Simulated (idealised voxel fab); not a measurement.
process module | voxel trench capacitor
cross-section cut | 240 nm wide | cells 5 nm
A cross-section is a grid of square cells, given in bands from the top down. A band is one or more rows of cells.
Each band's line starts with the height of the band's top and of its bottom, in nm. Then come its materials from left to right, each with its width in nm. One material with "throughout" fills the band from edge to edge. "air" is empty space.
Height 0 is the level under which the wafer as received is all one material. The lowest band goes on downwards, as in "0 down".
A width such as "30 to 40" changes by the same amount from each row of cells to the next, from the band's top row to its bottom row.
"no change" after a step means that no cell of the cross-section changed.
closed voids: empty space of 8 cells or more with no open way to the top, each as width x height at its distance from the left edge, in nm
after a step's settings: what the simulator itself notes on the step
overlay nm, on a step with a mask: how far to the right of its planned place the mask lay; to the left if negative
plan
1 op RECEIVE | material Si
2 op CONFORMAL_DEP | material SiN | thk nm 5
3 op DIRECTIONAL_DEP | material aC | thk nm 15
4 op PATTERN | tone open | mask id TRENCH | material resist | width nm 25 | pitch nm 50 | thk nm 30 | overlay nm 0
5 op DIRECTIONAL_ETCH | etch materials aC | depth nm 15
6 op STRIP | etch materials resist
7 op DIRECTIONAL_ETCH | etch materials SiN | depth nm 5
8 op DIRECTIONAL_ETCH | etch materials Si | depth nm 25
9 op STRIP | etch materials aC
10 op CONFORMAL_DEP | material SiO2 | thk nm 5
11 op FILL_DEP | material polySi | thk nm 10
12 op CMP | height nm 5
first wafer, as planned
as received, after step 1
  0 down: Si throughout
  closed voids: none
after step 2
  5 to 0: SiN throughout
  below 0: unchanged
after step 3
  20 to 5: aC throughout
  below 5: unchanged
after step 4
  50 to 20: resist 55 | air 25 | resist 25 | air 25 | resist 25 | air 25 | resist 60
  below 20: unchanged
after step 5
  35 to 20: resist 55 | air 25 | resist 25 | air 25 | resist 25 | air 25 | resist 60
  20 to 5: aC 55 | air 25 | aC 25 | air 25 | aC 25 | air 25 | aC 60
  below 5: unchanged
after step 6
  20 to 5: aC 55 | air 25 | aC 25 | air 25 | aC 25 | air 25 | aC 60
  below 5: unchanged
after step 7
  20 to 5: aC 55 | air 25 | aC 25 | air 25 | aC 25 | air 25 | aC 60
  5 to 0: SiN 55 | air 25 | SiN 25 | air 25 | SiN 25 | air 25 | SiN 60
  below 0: unchanged
after step 8
  20 to 5: aC 55 | air 25 | aC 25 | air 25 | aC 25 | air 25 | aC 60
  5 to 0: SiN 55 | air 25 | SiN 25 | air 25 | SiN 25 | air 25 | SiN 60
  0 to -25: Si 55 | air 25 | Si 25 | air 25 | Si 25 | air 25 | Si 60
  below -25: unchanged
after step 9
  5 to 0: SiN 55 | air 25 | SiN 25 | air 25 | SiN 25 | air 25 | SiN 60
  below 0: unchanged
after step 10
  10 to 5: SiO2 60 | air 15 | SiO2 35 | air 15 | SiO2 35 | air 15 | SiO2 65
  5 to 0: SiN 55 | SiO2 5 | air 15 | SiO2 5 | SiN 25 | SiO2 5 | air 15 | SiO2 5 | SiN 25 | SiO2 5 | air 15 | SiO2 5 | SiN 60
  0 to -20: Si 55 | SiO2 5 | air 15 | SiO2 5 | Si 25 | SiO2 5 | air 15 | SiO2 5 | Si 25 | SiO2 5 | air 15 | SiO2 5 | Si 60
  -20 to -25: Si 55 | SiO2 25 | Si 25 | SiO2 25 | Si 25 | SiO2 25 | Si 60
  below -25: unchanged
after step 11
  20 to 10: polySi throughout
  10 to 5: SiO2 60 | polySi 15 | SiO2 35 | polySi 15 | SiO2 35 | polySi 15 | SiO2 65
  5 to 0: SiN 55 | SiO2 5 | polySi 15 | SiO2 5 | SiN 25 | SiO2 5 | polySi 15 | SiO2 5 | SiN 25 | SiO2 5 | polySi 15 | SiO2 5 | SiN 60
  0 to -20: Si 55 | SiO2 5 | polySi 15 | SiO2 5 | Si 25 | SiO2 5 | polySi 15 | SiO2 5 | Si 25 | SiO2 5 | polySi 15 | SiO2 5 | Si 60
  below -20: unchanged
after step 12
  5 to 0: SiN 55 | SiO2 5 | polySi 15 | SiO2 5 | SiN 25 | SiO2 5 | polySi 15 | SiO2 5 | SiN 25 | SiO2 5 | polySi 15 | SiO2 5 | SiN 60
  below 0: unchanged
second wafer: like start, like plan, one mistake. Through step 7 it matches the first wafer
when step 8 should have ended
  20 to 5: aC 55 | air 25 | aC 25 | air 25 | aC 25 | air 25 | aC 60
  5 to 0: SiN 55 | air 25 | SiN 25 | air 25 | SiN 25 | air 25 | SiN 60
  0 to -50: Si 55 | air 25 | Si 25 | air 25 | Si 25 | air 25 | Si 60
  below -50: unchanged
when step 9 should have ended
  5 to 0: SiN 55 | air 25 | SiN 25 | air 25 | SiN 25 | air 25 | SiN 60
  below 0: unchanged
when step 10 should have ended
  10 to 5: SiO2 60 | air 15 | SiO2 35 | air 15 | SiO2 35 | air 15 | SiO2 65
  5 to 0: SiN 55 | SiO2 5 | air 15 | SiO2 5 | SiN 25 | SiO2 5 | air 15 | SiO2 5 | SiN 25 | SiO2 5 | air 15 | SiO2 5 | SiN 60
  0 to -45: Si 55 | SiO2 5 | air 15 | SiO2 5 | Si 25 | SiO2 5 | air 15 | SiO2 5 | Si 25 | SiO2 5 | air 15 | SiO2 5 | Si 60
  -45 to -50: Si 55 | SiO2 25 | Si 25 | SiO2 25 | Si 25 | SiO2 25 | Si 60
  below -50: unchanged
when step 11 should have ended
  20 to 10: polySi throughout
  10 to 5: SiO2 60 | polySi 15 | SiO2 35 | polySi 15 | SiO2 35 | polySi 15 | SiO2 65
  5 to 0: SiN 55 | SiO2 5 | polySi 15 | SiO2 5 | SiN 25 | SiO2 5 | polySi 15 | SiO2 5 | SiN 25 | SiO2 5 | polySi 15 | SiO2 5 | SiN 60
  0 to -45: Si 55 | SiO2 5 | polySi 15 | SiO2 5 | Si 25 | SiO2 5 | polySi 15 | SiO2 5 | Si 25 | SiO2 5 | polySi 15 | SiO2 5 | Si 60
  below -45: unchanged
when step 12 should have ended
  5 to 0: SiN 55 | SiO2 5 | polySi 15 | SiO2 5 | SiN 25 | SiO2 5 | polySi 15 | SiO2 5 | SiN 25 | SiO2 5 | polySi 15 | SiO2 5 | SiN 60
  below 0: unchanged
what went wrong: step 8 was run twice
at the end the second wafer has, in cells: 75 fewer of Si | 30 more of SiO2 | 45 more of polySi
